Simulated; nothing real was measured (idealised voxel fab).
process module | voxel fin reveal
Xsec cut, 150 nm wide, square cell size 5 nm.
In this document a cross-section is written as a grid of square cells. It is given as a series of bands, listed from the top down, and a band is one or more rows of cells. Heads up on the band format: heights come first, top then bottom, in nm. After that it's the materials left to right, each with its width in nm. A single material flagged "everywhere" fills the whole band edge to edge, and "air" means there's empty space there. Below 0: as-received wafer, all one material; heights counted from there. Lowest band: no bottom, goes on down, written "z 0 and below". Width "30..40": first value at the band's top row of cells, second value at its bottom row, equal change from row to row. Basically "no modification" means that step didn't change any cell in the cross-section. The list in "Enclosed cavities" covers empty spaces of 8 cells or more that cannot reach the top through any open way, and it gives each as width x height at distance; the distance is from the left edge, and width, height and distance are in nm. Anything after a step's settings on that line? It's the simulator's own note about the step. "overlay nm", when on a step's line for a step with a mask, measures how far to the right of its planned place the mask lay; a negative measure means to the left.
plan
1. RECEIVE | material Si
2. CONFORMAL_DEP | material SiN | thk nm 10
3. DIRECTIONAL_DEP | material aC | thk nm 15
4. PATTERN | tone cover | mask id FINS | material resist | width nm 15 | pitch nm 40 | thk nm 30 | overlay nm 0
5. DIRECTIONAL_ETCH | etch materials aC | depth nm 15
6. STRIP | etch materials resist
7. DIRECTIONAL_ETCH | etch materials SiN | depth nm 10
8. DIRECTIONAL_ETCH | etch materials Si | depth nm 40
9. STRIP | etch materials aC
10. OXIDIZE | depth nm 5
11. FILL_DEP | material SiO2 | thk nm 15
12. CMP | height nm 10
13. SELECTIVE_ETCH | etch materials SiO2 | depth nm 35
14. STRIP | etch materials SiN
Cross-section of the wafer at receipt, which is the condition after step 1
- z 0 and below | Si everywhere
- Enclosed cavities: none
Looking at the first of two wafers in cross-section at end of module - ran to plan
- z 0 to -25 | air=30, then Si=5, then air=35, then Si=5, then air=35, then Si=5, then air=35
- z -25 to -45 | SiO2=30, then Si=5, then SiO2=35, then Si=5, then SiO2=35, then Si=5, then SiO2=35
- z -45 and below | Si everywhere
- Enclosed cavities: none
Wafer two, end of module, cross-section. Same start, same plan as wafer one. One mistake in the run
- z 0 to -25 | air=35, then Si=5, then air=35, then Si=5, then air=35, then Si=5, then air=30
- z -25 to -45 | SiO2=35, then Si=5, then SiO2=35, then Si=5, then SiO2=35, then Si=5, then SiO2=30
- z -45 and below | Si everywhere
- Enclosed cavities: none
Plan not followed: step 4 was processed under conditions differing from the plan, specifically as PATTERN | tone cover | mask id FINS | material resist | width nm 15 | pitch nm 40 | thk nm 30 | overlay nm 5
Same inventory, different map: at the end, the second wafer holds as many cells of each material as the first, placed elsewhere.
